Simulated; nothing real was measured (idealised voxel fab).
Process module under the name voxel transistor to metal
155 nm wide, 5 nm square cells: that's cross-section cut.
Notation: cross-section as square-cell grid; stated in bands, top first, going down; one or more cell rows per band.
Band: top height; bottom height; in nm. Then, left to right: material with width in nm, for each material. "everywhere": a single material spanning edge to edge. "air": empty space.
Heights are reckoned from 0. Under this level, the received wafer is all of one material. The bottommost band is open-ended downward, for example "0..down".
Quick explanation for "30..40": the width changes in equal steps down the rows of cells, from the first number in the band's top row to the second number in its bottom row.
"remains unaltered" for a step: no cell of the cross-section changed in that step.
Each empty space that has no open way to the top and spans at least 8 cells appears under "Completely enclosed voids" as width x height at distance, the distance counted from the left edge, all in nm.
Whatever follows a step's settings on its line is a remark the simulator itself makes about that step.
On any step carrying a mask, the "overlay nm" setting, if present on the step's line, tells how far right of its planned place the mask lay; negative values point to the left.
Read each pair as before and after one process step. The after cross-section shows only down to the lowest band that changed. The step between them and its settings are given below the pair. Pairs can come from different runs of this module on the same starting wafer. A pair continues from the pair above only where its "Pre-step profile" entry says so.

[Pre-step profile]
> 0..down: Si everywhere
> Completely enclosed voids: none

[Resulting Cross-Section]
> 0..-5: SiO2 everywhere
> Everything under -5 stays put, no change at all.
> Completely enclosed voids: none
The process step bridging the two cross-sections above: OXIDIZE with depth nm 5

Pre-step profile: per the after cross-section of the pair just above.

[Resulting Cross-Section]
> 15..0: SiN everywhere
> Everything under 0 stays put, no change at all.
> Completely enclosed voids: none
The process step bridging the two cross-sections above: CONFORMAL_DEP with material SiN, thk nm 15

Pre-step profile: per the after cross-section of the pair just above.

[Resulting Cross-Section]
> 15..0: air (25) / SiN (105) / air (25)
> Everything under 0 stays put, no change at all.
> Completely enclosed voids: none
The process step bridging the two cross-sections above: MASKED_ETCH with tone cover, mask id ACTIVE, width nm 105, etch materials SiN, depth nm 15, overlay nm 0

Pre-step profile: per the after cross-section of the pair just above.

[Resulting Cross-Section]
> 15..0: air (25) / SiN (105) / air (25)
> 0..-5: air (25) / SiO2 (105) / air (25)
> Everything under -5 stays put, no change at all.
> Completely enclosed voids: none
The process step bridging the two cross-sections above: MASKED_ETCH with tone cover, mask id ACTIVE, width nm 105, etch materials SiO2, depth nm 5, overlay nm 0

Pre-step profile: per the after cross-section of the pair just above.

[Resulting Cross-Section]
> 15..0: air (25) / SiN (105) / air (25)
> 0..-5: air (25) / SiO2 (105) / air (25)
> -5..-40: air (25) / Si (105) / air (25)
> Everything under -40 stays put, no change at all.
> Completely enclosed voids: none
The process step bridging the two cross-sections above: MASKED_ETCH with tone cover, mask id ACTIVE, width nm 105, etch materials Si, depth nm 35, overlay nm 0

Pre-step profile: per the after cross-section of the pair just above.

[Resulting Cross-Section]
> 15..0: air (25) / SiN (105) / air (25)
> 0..-5: air (25) / SiO2 (105) / air (25)
> -5..-40: air (25) / SiO2 (5) / Si (95) / SiO2 (5) / air (25)
> -40..-45: SiO2 (30) / Si (95) / SiO2 (30)
> Everything under -45 stays put, no change at all.
> Completely enclosed voids: none
The process step bridging the two cross-sections above: OXIDIZE with depth nm 5

Pre-step profile: per the after cross-section of the pair just above.

[Resulting Cross-Section]
> 25..15: SiO2 everywhere
> 15..0: SiO2 (25) / SiN (105) / SiO2 (25)
> 0..-5: SiO2 everywhere
> -5..-45: SiO2 (30) / Si (95) / SiO2 (30)
> Everything under -45 stays put, no change at all.
> Completely enclosed voids: none
The process step bridging the two cross-sections above: FILL_DEP with material SiO2, thk nm 10

Pre-step profile: per the after cross-section of the pair just above.

[Resulting Cross-Section]
> 15..0: SiO2 (25) / SiN (105) / SiO2 (25)
> Everything under 0 stays put, no change at all.
> Completely enclosed voids: none
The process step bridging the two cross-sections above: CMP with height nm 15

Pre-step profile: per the after cross-section of the pair just above.

[Resulting Cross-Section]
> 15..5: air (25) / SiN (105) / air (25)
> Everything under 5 stays put, no change at all.
> Completely enclosed voids: none
The process step bridging the two cross-sections above: SELECTIVE_ETCH with etch materials SiO2, depth nm 10

Pre-step profile: per the after cross-section of the pair just above.

[Resulting Cross-Section]
> 5..0: SiO2 (25) / air (105) / SiO2 (25)
> Everything under 0 stays put, no change at all.
> Completely enclosed voids: none
The process step bridging the two cross-sections above: STRIP with etch materials SiN

Pre-step profile: per the after cross-section of the pair just above.

[Resulting Cross-Section]
> 0..-5: SiO2 (20) / air (115) / SiO2 (20)
> Everything under -5 stays put, no change at all.
> Completely enclosed voids: none
The process step bridging the two cross-sections above: SELECTIVE_ETCH with etch materials SiO2, depth nm 5

Pre-step profile: per the after cross-section of the pair just above.

[Resulting Cross-Section]
> 0..-5: SiO2 (20) / air (115) / SiO2 (20)
> -5..-10: SiO2 everywhere
> Everything under -10 stays put, no change at all.
> Completely enclosed voids: none
The process step bridging the two cross-sections above: OXIDIZE with depth nm 5

Pre-step profile: per the after cross-section of the pair just above.

[Resulting Cross-Section]
> 25..20: polySi (20) / air (115) / polySi (20)
> 20..0: polySi everywhere
> 0..-5: SiO2 (20) / polySi (115) / SiO2 (20)
> Everything under -5 stays put, no change at all.
> Completely enclosed voids: none
The process step bridging the two cross-sections above: DIRECTIONAL_DEP with material polySi, thk nm 25

Pre-step profile: per the after cross-section of the pair just above.

[Resulting Cross-Section]
> 40..35: SiCN (20) / air (115) / SiCN (20)
> 35..25: SiCN everywhere
> 25..20: polySi (20) / SiCN (115) / polySi (20)
> Everything under 20 stays put, no change at all.
> Completely enclosed voids: none
The process step bridging the two cross-sections above: DIRECTIONAL_DEP with material SiCN, thk nm 15

Pre-step profile: per the after cross-section of the pair just above.

[Resulting Cross-Section]
> 50..45: aC (20) / air (115) / aC (20)
> 45..40: aC everywhere
> 40..35: SiCN (20) / aC (115) / SiCN (20)
> Everything under 35 stays put, no change at all.
> Completely enclosed voids: none
The process step bridging the two cross-sections above: DIRECTIONAL_DEP with material aC, thk nm 10

Pre-step profile: per the after cross-section of the pair just above.

[Resulting Cross-Section]
> 75..50: air (70) / resist (15) / air (70)
> 50..45: aC (20) / air (50) / resist (15) / air (50) / aC (20)
> Everything under 45 stays put, no change at all.
> Completely enclosed voids: none
The process step bridging the two cross-sections above: PATTERN with tone cover, mask id GATE, material resist, width nm 15, thk nm 25, overlay nm 0

Pre-step profile: per the after cross-section of the pair just above.

[Resulting Cross-Section]
> 65..45: air (70) / resist (15) / air (70)
> 45..40: air (70) / aC (15) / air (70)
> 40..35: SiCN (20) / air (50) / aC (15) / air (50) / SiCN (20)
> Everything under 35 stays put, no change at all.
> Completely enclosed voids: none
The process step bridging the two cross-sections above: DIRECTIONAL_ETCH with etch materials aC, depth nm 10

Pre-step profile: per the after cross-section of the pair just above.

[Resulting Cross-Section]
> 45..40: air (70) / aC (15) / air (70)
> Everything under 40 stays put, no change at all.
> Completely enclosed voids: none
The process step bridging the two cross-sections above: STRIP with etch materials resist

Pre-step profile: per the after cross-section of the pair just above.

[Resulting Cross-Section]
> 45..35: air (70) / aC (15) / air (70)
> 35..25: air (70) / SiCN (15) / air (70)
> 25..20: polySi (20) / air (50) / SiCN (15) / air (50) / polySi (20)
> Everything under 20 stays put, no change at all.
> Completely enclosed voids: none
The process step bridging the two cross-sections above: DIRECTIONAL_ETCH with etch materials SiCN, depth nm 25

Pre-step profile: per the after cross-section of the pair just above.

[Resulting Cross-Section]
> 45..35: air (70) / aC (15) / air (70)
> 35..20: air (70) / SiCN (15) / air (70)
> 20..0: air (70) / polySi (15) / air (70)
> 0..-5: SiO2 (20) / air (50) / polySi (15) / air (50) / SiO2 (20)
> Everything under -5 stays put, no change at all.
> Completely enclosed voids: none
The process step bridging the two cross-sections above: DIRECTIONAL_ETCH with etch materials polySi, depth nm 35

Pre-step profile: per the after cross-section of the pair just above.

[Resulting Cross-Section]
> 35..20: air (70) / SiCN (15) / air (70)
> Everything under 20 stays put, no change at all.
> Completely enclosed voids: none
The process step bridging the two cross-sections above: STRIP with etch materials aC

Pre-step profile: per the after cross-section of the pair just above.

[Resulting Cross-Section]
> 40..35: air (65) / SiO2 (25) / air (65)
> 35..20: air (65) / SiO2 (5) / SiCN (15) / SiO2 (5) / air (65)
> 20..5: air (65) / SiO2 (5) / polySi (15) / SiO2 (5) / air (65)
> 5..0: SiO2 (25) / air (40) / SiO2 (5) / polySi (15) / SiO2 (5) / air (40) / SiO2 (25)
> 0..-5: SiO2 (70) / polySi (15) / SiO2 (70)
> Everything under -5 stays put, no change at all.
> Completely enclosed voids: none
The process step bridging the two cross-sections above: CONFORMAL_DEP with material SiO2, thk nm 5

Pre-step profile: per the after cross-section of the pair just above.

[Resulting Cross-Section]
> 35..20: air (65) / SiO2 (5) / SiCN (15) / SiO2 (5) / air (65)
> 20..0: air (65) / SiO2 (5) / polySi (15) / SiO2 (5) / air (65)
> 0..-5: SiO2 (25) / air (40) / SiO2 (5) / polySi (15) / SiO2 (5) / air (40) / SiO2 (25)
> Everything under -5 stays put, no change at all.
> Completely enclosed voids: none
The process step bridging the two cross-sections above: DIRECTIONAL_ETCH with etch materials SiO2, depth nm 5

Pre-step profile: per the after cross-section of the pair just above.

[Resulting Cross-Section]
> 45..35: air (55) / SiN (45) / air (55)
> 35..20: air (55) / SiN (10) / SiO2 (5) / SiCN (15) / SiO2 (5) / SiN (10) / air (55)
> 20..10: air (55) / SiN (10) / SiO2 (5) / polySi (15) / SiO2 (5) / SiN (10) / air (55)
> 10..5: SiN (35) / air (20) / SiN (10) / SiO2 (5) / polySi (15) / SiO2 (5) / SiN (10) / air (20) / SiN (35)
> 5..0: SiN (65) / SiO2 (5) / polySi (15) / SiO2 (5) / SiN (65)
> 0..-5: SiO2 (25) / SiN (40) / SiO2 (5) / polySi (15) / SiO2 (5) / SiN (40) / SiO2 (25)
> Everything under -5 stays put, no change at all.
> Completely enclosed voids: none
The process step bridging the two cross-sections above: CONFORMAL_DEP with material SiN, thk nm 10

Pre-step profile: per the after cross-section of the pair just above.

[Resulting Cross-Section]
> 35..20: air (55) / SiN (10) / SiO2 (5) / SiCN (15) / SiO2 (5) / SiN (10) / air (55)
> 20..0: air (55) / SiN (10) / SiO2 (5) / polySi (15) / SiO2 (5) / SiN (10) / air (55)
> 0..-5: SiO2 (25) / SiN (10) / air (20) / SiN (10) / SiO2 (5) / polySi (15) / SiO2 (5) / SiN (10) / air (20) / SiN (10) / SiO2 (25)
> Everything under -5 stays put, no change at all.
> Completely enclosed voids: none
The process step bridging the two cross-sections above: DIRECTIONAL_ETCH with etch materials SiN, depth nm 10

Pre-step profile: per the after cross-section of the pair just above.

[Resulting Cross-Section]
> 35..30: air (55) / SiN (10) / air (5) / SiCN (15) / air (5) / SiN (10) / air (55)
> 30..20: air (55) / SiN (10) / SiO2 (5) / SiCN (15) / SiO2 (5) / SiN (10) / air (55)
> 20..0: air (55) / SiN (10) / SiO2 (5) / polySi (15) / SiO2 (5) / SiN (10) / air (55)
> 0..-5: air (25) / SiN (10) / air (20) / SiN (10) / SiO2 (5) / polySi (15) / SiO2 (5) / SiN (10) / air (20) / SiN (10) / air (25)
> -5..-10: SiO2 (35) / air (20) / SiO2 (45) / air (20) / SiO2 (35)
> Everything under -10 stays put, no change at all.
> Completely enclosed voids: none
The process step bridging the two cross-sections above: DIRECTIONAL_ETCH with etch materials SiO2, depth nm 5

Pre-step profile: per the after cross-section of the pair just above.

[Resulting Cross-Section]
> 35..30: air (55) / SiN (10) / air (5) / SiCN (15) / air (5) / SiN (10) / air (55)
> 30..20: air (55) / SiN (10) / SiO2 (5) / SiCN (15) / SiO2 (5) / SiN (10) / air (55)
> 20..0: air (55) / SiN (10) / SiO2 (5) / polySi (15) / SiO2 (5) / SiN (10) / air (55)
> 0..-5: air (25) / SiN (10) / air (20) / SiN (10) / SiO2 (5) / polySi (15) / SiO2 (5) / SiN (10) / air (20) / SiN (10) / air (25)
> -5..-10: SiO2 (35) / air (20) / SiO2 (45) / air (20) / SiO2 (35)
> -10..-15: SiO2 (30) / Si (5) / air (20) / Si (45) / air (20) / Si (5) / SiO2 (30)
> Everything under -15 stays put, no change at all.
> Completely enclosed voids: none
The process step bridging the two cross-sections above: DIRECTIONAL_ETCH with etch materials Si, depth nm 5

Pre-step profile: per the after cross-section of the pair just above.

[Resulting Cross-Section]
> 35..30: air (55) / SiN (10) / air (5) / SiCN (15) / air (5) / SiN (10) / air (55)
> 30..20: air (55) / SiN (10) / SiO2 (5) / SiCN (15) / SiO2 (5) / SiN (10) / air (55)
> 20..0: air (55) / SiN (10) / SiO2 (5) / polySi (15) / SiO2 (5) / SiN (10) / air (55)
> 0..-5: air (25) / SiN (10) / pSi (20) / SiN (10) / SiO2 (5) / polySi (15) / SiO2 (5) / SiN (10) / pSi (20) / SiN (10) / air (25)
> -5..-10: SiO2 (35) / pSi (20) / SiO2 (45) / pSi (20) / SiO2 (35)
> -10..-15: SiO2 (30) / Si (5) / pSi (20) / Si (45) / pSi (20) / Si (5) / SiO2 (30)
> Everything under -15 stays put, no change at all.
> Completely enclosed voids: none
The process step bridging the two cross-sections above: EPI with material pSi, thk nm 10

Pre-step profile: per the after cross-section of the pair just above.

[Resulting Cross-Section]
> 40..35: SiO2 everywhere
> 35..20: SiO2 (55) / SiN (10) / SiO2 (5) / SiCN (15) / SiO2 (5) / SiN (10) / SiO2 (55)
> 20..0: SiO2 (55) / SiN (10) / SiO2 (5) / polySi (15) / SiO2 (5) / SiN (10) / SiO2 (55)
> 0..-5: SiO2 (25) / SiN (10) / pSi (20) / SiN (10) / SiO2 (5) / polySi (15) / SiO2 (5) / SiN (10) / pSi (20) / SiN (10) / SiO2 (25)
> Everything under -5 stays put, no change at all.
> Completely enclosed voids: none
The process step bridging the two cross-sections above: FILL_DEP with material SiO2, thk nm 5

Pre-step profile: per the after cross-section of the pair just above.

[Resulting Cross-Section]
> 35..20: SiO2 (55) / SiN (10) / SiO2 (5) / SiCN (15) / SiO2 (5) / SiN (10) / SiO2 (55)
> Everything under 20 stays put, no change at all.
> Completely enclosed voids: none
The process step bridging the two cross-sections above: CMP with height nm 35

Pre-step profile: per the after cross-section of the pair just above.

[Resulting Cross-Section]
> 50..35: SiO2 everywhere
> Everything under 35 stays put, no change at all.
> Completely enclosed voids: none
The process step bridging the two cross-sections above: DIRECTIONAL_DEP with material SiO2, thk nm 15

Pre-step profile: per the after cross-section of the pair just above.

[Resulting Cross-Section]
> 70..50: resist (35) / air (20) / resist (45) / air (20) / resist (35)
> Everything under 50 stays put, no change at all.
> Completely enclosed voids: none
The process step bridging the two cross-sections above: PATTERN with tone open, mask id CONTACT, material resist, width nm 20, pitch nm 65, thk nm 20, overlay nm 0

Pre-step profile: per the after cross-section of the pair just above.

[Resulting Cross-Section]
> 70..50: resist (35) / air (20) / resist (45) / air (20) / resist (35)
> 50..35: SiO2 (35) / air (20) / SiO2 (45) / air (20) / SiO2 (35)
> 35..20: SiO2 (35) / air (20) / SiN (10) / SiO2 (5) / SiCN (15) / SiO2 (5) / SiN (10) / air (20) / SiO2 (35)
> 20..0: SiO2 (35) / air (20) / SiN (10) / SiO2 (5) / polySi (15) / SiO2 (5) / SiN (10) / air (20) / SiO2 (35)
> Everything under 0 stays put, no change at all.
> Completely enclosed voids: none
The process step bridging the two cross-sections above: DIRECTIONAL_ETCH with etch materials SiO2, depth nm 50

Pre-step profile: per the after cross-section of the pair just above.

[Resulting Cross-Section]
> 50..35: SiO2 (35) / air (20) / SiO2 (45) / air (20) / SiO2 (35)
> Everything under 35 stays put, no change at all.
> Completely enclosed voids: none
The process step bridging the two cross-sections above: STRIP with etch materials resist

Pre-step profile: per the after cross-section of the pair just above.

[Resulting Cross-Section]
> 55..50: TiN (40) / air (10) / TiN (55) / air (10) / TiN (40)
> 50..35: SiO2 (35) / TiN (5) / air (10) / TiN (5) / SiO2 (45) / TiN (5) / air (10) / TiN (5) / SiO2 (35)
> 35..20: SiO2 (35) / TiN (5) / air (10) / TiN (5) / SiN (10) / SiO2 (5) / SiCN (15) / SiO2 (5) / SiN (10) / TiN (5) / air (10) / TiN (5) / SiO2 (35)
> 20..5: SiO2 (35) / TiN (5) / air (10) / TiN (5) / SiN (10) / SiO2 (5) / polySi (15) / SiO2 (5) / SiN (10) / TiN (5) / air (10) / TiN (5) / SiO2 (35)
> 5..0: SiO2 (35) / TiN (20) / SiN (10) / SiO2 (5) / polySi (15) / SiO2 (5) / SiN (10) / TiN (20) / SiO2 (35)
> Everything under 0 stays put, no change at all.
> Completely enclosed voids: none
The process step bridging the two cross-sections above: CONFORMAL_DEP with material TiN, thk nm 5

Pre-step profile: per the after cross-section of the pair just above.

[Resulting Cross-Section]
> 60..55: W everywhere
> 55..50: TiN (40) / W (10) / TiN (55) / W (10) / TiN (40)
> 50..35: SiO2 (35) / TiN (5) / W (10) / TiN (5) / SiO2 (45) / TiN (5) / W (10) / TiN (5) / SiO2 (35)
> 35..20: SiO2 (35) / TiN (5) / W (10) / TiN (5) / SiN (10) / SiO2 (5) / SiCN (15) / SiO2 (5) / SiN (10) / TiN (5) / W (10) / TiN (5) / SiO2 (35)
> 20..5: SiO2 (35) / TiN (5) / W (10) / TiN (5) / SiN (10) / SiO2 (5) / polySi (15) / SiO2 (5) / SiN (10) / TiN (5) / W (10) / TiN (5) / SiO2 (35)
> Everything under 5 stays put, no change at all.
> Completely enclosed voids: none
The process step bridging the two cross-sections above: FILL_DEP with material W, thk nm 5

Pre-step profile: per the after cross-section of the pair just above.

[Resulting Cross-Section]
> 50..35: SiO2 (35) / TiN (5) / W (10) / TiN (5) / SiO2 (45) / TiN (5) / W (10) / TiN (5) / SiO2 (35)
> Everything under 35 stays put, no change at all.
> Completely enclosed voids: none
The process step bridging the two cross-sections above: CMP with height nm 50

Pre-step profile: per the after cross-section of the pair just above.

[Resulting Cross-Section]
> 55..50: SiCN everywhere
> Everything under 50 stays put, no change at all.
> Completely enclosed voids: none
The process step bridging the two cross-sections above: CONFORMAL_DEP with material SiCN, thk nm 5

Pre-step profile: per the after cross-section of the pair just above.

[Resulting Cross-Section]
> 80..55: SiO2 everywhere
> Everything under 55 stays put, no change at all.
> Completely enclosed voids: none
The process step bridging the two cross-sections above: DIRECTIONAL_DEP with material SiO2, thk nm 25

Pre-step profile: per the after cross-section of the pair just above.

[Resulting Cross-Section]
> 95..80: resist (35) / air (20) / resist (45) / air (20) / resist (35)
> Everything under 80 stays put, no change at all.
> Completely enclosed voids: none
The process step bridging the two cross-sections above: PATTERN with tone open, mask id METAL_1, material resist, width nm 20, pitch nm 65, thk nm 15, overlay nm 0

Pre-step profile: per the after cross-section of the pair just above.

[Resulting Cross-Section]
> 95..80: resist (35) / air (20) / resist (45) / air (20) / resist (35)
> 80..55: SiO2 (35) / air (20) / SiO2 (45) / air (20) / SiO2 (35)
> Everything under 55 stays put, no change at all.
> Completely enclosed voids: none
The process step bridging the two cross-sections above: DIRECTIONAL_ETCH with etch materials SiO2, depth nm 25

Pre-step profile: per the after cross-section of the pair just above.

[Resulting Cross-Section]
> 95..80: resist (35) / air (20) / resist (45) / air (20) / resist (35)
> 80..55: SiO2 (35) / air (20) / SiO2 (45) / air (20) / SiO2 (35)
> 55..50: SiCN (35) / air (20) / SiCN (45) / air (20) / SiCN (35)
> Everything under 50 stays put, no change at all.
> Completely enclosed voids: none
The process step bridging the two cross-sections above: DIRECTIONAL_ETCH with etch materials SiCN, depth nm 5

Pre-step profile: per the after cross-section of the pair just above.

[Resulting Cross-Section]
> 80..55: SiO2 (35) / air (20) / SiO2 (45) / air (20) / SiO2 (35)
> Everything under 55 stays put, no change at all.
> Completely enclosed voids: none
The process step bridging the two cross-sections above: STRIP with etch materials resist

Pre-step profile: per the after cross-section of the pair just above.

[Resulting Cross-Section]
> 85..80: TiN (40) / air (10) / TiN (55) / air (10) / TiN (40)
> 80..55: SiO2 (35) / TiN (5) / air (10) / TiN (5) / SiO2 (45) / TiN (5) / air (10) / TiN (5) / SiO2 (35)
> 55..50: SiCN (35) / TiN (20) / SiCN (45) / TiN (20) / SiCN (35)
> Everything under 50 stays put, no change at all.
> Completely enclosed voids: none
The process step bridging the two cross-sections above: CONFORMAL_DEP with material TiN, thk nm 5

Pre-step profile: per the after cross-section of the pair just above.

[Resulting Cross-Section]
> 90..85: W everywhere
> 85..80: TiN (40) / W (10) / TiN (55) / W (10) / TiN (40)
> 80..55: SiO2 (35) / TiN (5) / W (10) / TiN (5) / SiO2 (45) / TiN (5) / W (10) / TiN (5) / SiO2 (35)
> Everything under 55 stays put, no change at all.
> Completely enclosed voids: none
The process step bridging the two cross-sections above: FILL_DEP with material W, thk nm 5

Pre-step profile: per the after cross-section of the pair just above.

[Resulting Cross-Section]
> 80..55: SiO2 (35) / TiN (5) / W (10) / TiN (5) / SiO2 (45) / TiN (5) / W (10) / TiN (5) / SiO2 (35)
> Everything under 55 stays put, no change at all.
> Completely enclosed voids: none
The process step bridging the two cross-sections above: CMP with height nm 80

Pre-step profile: per the after cross-section of the pair just above.

[Resulting Cross-Section]
> 85..80: air (30) / Ru (30) / air (35) / Ru (30) / air (30)
> Everything under 80 stays put, no change at all.
> Completely enclosed voids: none
The process step bridging the two cross-sections above: EPI with material Ru, thk nm 5

Pre-step profile: per the after cross-section of the pair just above.

[Resulting Cross-Section]
> 90..85: SiCN everywhere
> 85..80: SiCN (30) / Ru (30) / SiCN (35) / Ru (30) / SiCN (30)
> Everything under 80 stays put, no change at all.
> Completely enclosed voids: none
The process step bridging the two cross-sections above: FILL_DEP with material SiCN, thk nm 5

[Pre-step profile]
> 35..20: air (70) / SiCN (15) / air (70)
> 20..0: air (70) / polySi (15) / air (70)
> 0..-5: SiO2 (20) / air (50) / polySi (15) / air (50) / SiO2 (20)
> -5..-10: SiO2 everywhere
> -10..-45: SiO2 (30) / Si (95) / SiO2 (30)
> -45..down: Si everywhere
> Completely enclosed voids: none

[Resulting Cross-Section]
> 35..20: air (70) / SiCN (15) / air (70)
> 20..-5: air (70) / polySi (15) / air (70)
> -5..-10: SiO2 (20) / air (50) / SiO2 (15) / air (50) / SiO2 (20)
> Everything under -10 stays put, no change at all.
> Completely enclosed voids: none
The process step bridging the two cross-sections above: DIRECTIONAL_ETCH with etch materials SiO2, depth nm 5

Pre-step profile: per the after cross-section of the pair just above.

[Resulting Cross-Section]
> 45..35: air (60) / SiN (35) / air (60)
> 35..20: air (60) / SiN (10) / SiCN (15) / SiN (10) / air (60)
> 20..5: air (60) / SiN (10) / polySi (15) / SiN (10) / air (60)
> 5..0: SiN (30) / air (30) / SiN (10) / polySi (15) / SiN (10) / air (30) / SiN (30)
> 0..-5: SiN (70) / polySi (15) / SiN (70)
> -5..-10: SiO2 (20) / SiN (50) / SiO2 (15) / SiN (50) / SiO2 (20)
> Everything under -10 stays put, no change at all.
> Completely enclosed voids: none
The process step bridging the two cross-sections above: CONFORMAL_DEP with material SiN, thk nm 10

Pre-step profile: per the after cross-section of the pair just above.

[Resulting Cross-Section]
> 35..20: air (60) / SiN (10) / SiCN (15) / SiN (10) / air (60)
> 20..-5: air (60) / SiN (10) / polySi (15) / SiN (10) / air (60)
> -5..-10: SiO2 (20) / SiN (10) / air (30) / SiN (10) / SiO2 (15) / SiN (10) / air (30) / SiN (10) / SiO2 (20)
> Everything under -10 stays put, no change at all.
> Completely enclosed voids: none
The process step bridging the two cross-sections above: DIRECTIONAL_ETCH with etch materials SiN, depth nm 10

Pre-step profile: per the after cross-section of the pair just above.

[Resulting Cross-Section]
> 35..20: air (60) / SiN (10) / SiCN (15) / SiN (10) / air (60)
> 20..-5: air (60) / SiN (10) / polySi (15) / SiN (10) / air (60)
> -5..-10: air (20) / SiN (10) / air (30) / SiN (10) / SiO2 (15) / SiN (10) / air (30) / SiN (10) / air (20)
> Everything under -10 stays put, no change at all.
> Completely enclosed voids: none
The process step bridging the two cross-sections above: DIRECTIONAL_ETCH with etch materials SiO2, depth nm 5

Pre-step profile: per the after cross-section of the pair just above.

[Resulting Cross-Section]
> 35..20: air (60) / SiN (10) / SiCN (15) / SiN (10) / air (60)
> 20..-5: air (60) / SiN (10) / polySi (15) / SiN (10) / air (60)
> -5..-10: air (20) / SiN (10) / air (30) / SiN (10) / SiO2 (15) / SiN (10) / air (30) / SiN (10) / air (20)
> -10..-15: SiO2 (30) / air (30) / Si (35) / air (30) / SiO2 (30)
> Everything under -15 stays put, no change at all.
> Completely enclosed voids: none
The process step bridging the two cross-sections above: DIRECTIONAL_ETCH with etch materials Si, depth nm 5

Pre-step profile: per the after cross-section of the pair just above.

[Resulting Cross-Section]
> 35..20: air (60) / SiN (10) / SiCN (15) / SiN (10) / air (60)
> 20..0: air (60) / SiN (10) / polySi (15) / SiN (10) / air (60)
> 0..-5: air (50) / pSi (10) / SiN (10) / polySi (15) / SiN (10) / pSi (10) / air (50)
> -5..-10: air (20) / SiN (10) / pSi (30) / SiN (10) / SiO2 (15) / SiN (10) / pSi (30) / SiN (10) / air (20)
> -10..-15: SiO2 (30) / pSi (30) / Si (35) / pSi (30) / SiO2 (30)
> Everything under -15 stays put, no change at all.
> Completely enclosed voids: none
The process step bridging the two cross-sections above: EPI with material pSi, thk nm 10

Pre-step profile: per the after cross-section of the pair just above.

[Resulting Cross-Section]
> 40..35: SiO2 everywhere
> 35..20: SiO2 (60) / SiN (10) / SiCN (15) / SiN (10) / SiO2 (60)
> 20..0: SiO2 (60) / SiN (10) / polySi (15) / SiN (10) / SiO2 (60)
> 0..-5: SiO2 (50) / pSi (10) / SiN (10) / polySi (15) / SiN (10) / pSi (10) / SiO2 (50)
> -5..-10: SiO2 (20) / SiN (10) / pSi (30) / SiN (10) / SiO2 (15) / SiN (10) / pSi (30) / SiN (10) / SiO2 (20)
> Everything under -10 stays put, no change at all.
> Completely enclosed voids: none
The process step bridging the two cross-sections above: FILL_DEP with material SiO2, thk nm 5

Pre-step profile: per the after cross-section of the pair just above.

[Resulting Cross-Section]
> 35..20: SiO2 (60) / SiN (10) / SiCN (15) / SiN (10) / SiO2 (60)
> Everything under 20 stays put, no change at all.
> Completely enclosed voids: none
The process step bridging the two cross-sections above: CMP with height nm 35

Pre-step profile: per the after cross-section of the pair just above.

[Resulting Cross-Section]
> 50..35: SiO2 everywhere
> Everything under 35 stays put, no change at all.
> Completely enclosed voids: none
The process step bridging the two cross-sections above: DIRECTIONAL_DEP with material SiO2, thk nm 15

Pre-step profile: per the after cross-section of the pair just above.

[Resulting Cross-Section]
> 70..50: resist (35) / air (20) / resist (45) / air (20) / resist (35)
> Everything under 50 stays put, no change at all.
> Completely enclosed voids: none
The process step bridging the two cross-sections above: PATTERN with tone open, mask id CONTACT, material resist, width nm 20, pitch nm 65, thk nm 20, overlay nm 0

Pre-step profile: per the after cross-section of the pair just above.

[Resulting Cross-Section]
> 70..50: resist (35) / air (20) / resist (45) / air (20) / resist (35)
> 50..35: SiO2 (35) / air (20) / SiO2 (45) / air (20) / SiO2 (35)
> 35..20: SiO2 (35) / air (20) / SiO2 (5) / SiN (10) / SiCN (15) / SiN (10) / SiO2 (5) / air (20) / SiO2 (35)
> 20..0: SiO2 (35) / air (20) / SiO2 (5) / SiN (10) / polySi (15) / SiN (10) / SiO2 (5) / air (20) / SiO2 (35)
> Everything under 0 stays put, no change at all.
> Completely enclosed voids: none
The process step bridging the two cross-sections above: DIRECTIONAL_ETCH with etch materials SiO2, depth nm 50

Pre-step profile: per the after cross-section of the pair just above.

[Resulting Cross-Section]
> 50..35: SiO2 (35) / air (20) / SiO2 (45) / air (20) / SiO2 (35)
> Everything under 35 stays put, no change at all.
> Completely enclosed voids: none
The process step bridging the two cross-sections above: STRIP with etch materials resist

Pre-step profile: per the after cross-section of the pair just above.

[Resulting Cross-Section]
> 55..50: TiN (40) / air (10) / TiN (55) / air (10) / TiN (40)
> 50..35: SiO2 (35) / TiN (5) / air (10) / TiN (5) / SiO2 (45) / TiN (5) / air (10) / TiN (5) / SiO2 (35)
> 35..20: SiO2 (35) / TiN (5) / air (10) / TiN (5) / SiO2 (5) / SiN (10) / SiCN (15) / SiN (10) / SiO2 (5) / TiN (5) / air (10) / TiN (5) / SiO2 (35)
> 20..5: SiO2 (35) / TiN (5) / air (10) / TiN (5) / SiO2 (5) / SiN (10) / polySi (15) / SiN (10) / SiO2 (5) / TiN (5) / air (10) / TiN (5) / SiO2 (35)
> 5..0: SiO2 (35) / TiN (20) / SiO2 (5) / SiN (10) / polySi (15) / SiN (10) / SiO2 (5) / TiN (20) / SiO2 (35)
> Everything under 0 stays put, no change at all.
> Completely enclosed voids: none
The process step bridging the two cross-sections above: CONFORMAL_DEP with material TiN, thk nm 5

Pre-step profile: per the after cross-section of the pair just above.

[Resulting Cross-Section]
> 60..55: W everywhere
> 55..50: TiN (40) / W (10) / TiN (55) / W (10) / TiN (40)
> 50..35: SiO2 (35) / TiN (5) / W (10) / TiN (5) / SiO2 (45) / TiN (5) / W (10) / TiN (5) / SiO2 (35)
> 35..20: SiO2 (35) / TiN (5) / W (10) / TiN (5) / SiO2 (5) / SiN (10) / SiCN (15) / SiN (10) / SiO2 (5) / TiN (5) / W (10) / TiN (5) / SiO2 (35)
> 20..5: SiO2 (35) / TiN (5) / W (10) / TiN (5) / SiO2 (5) / SiN (10) / polySi (15) / SiN (10) / SiO2 (5) / TiN (5) / W (10) / TiN (5) / SiO2 (35)
> Everything under 5 stays put, no change at all.
> Completely enclosed voids: none
The process step bridging the two cross-sections above: FILL_DEP with material W, thk nm 5

Pre-step profile: per the after cross-section of the pair just above.

[Resulting Cross-Section]
> 50..35: SiO2 (35) / TiN (5) / W (10) / TiN (5) / SiO2 (45) / TiN (5) / W (10) / TiN (5) / SiO2 (35)
> Everything under 35 stays put, no change at all.
> Completely enclosed voids: none
The process step bridging the two cross-sections above: CMP with height nm 50

Pre-step profile: per the after cross-section of the pair just above.

[Resulting Cross-Section]
> 55..50: SiCN everywhere
> Everything under 50 stays put, no change at all.
> Completely enclosed voids: none
The process step bridging the two cross-sections above: CONFORMAL_DEP with material SiCN, thk nm 5

Pre-step profile: per the after cross-section of the pair just above.

[Resulting Cross-Section]
> 80..55: SiO2 everywhere
> Everything under 55 stays put, no change at all.
> Completely enclosed voids: none
The process step bridging the two cross-sections above: DIRECTIONAL_DEP with material SiO2, thk nm 25
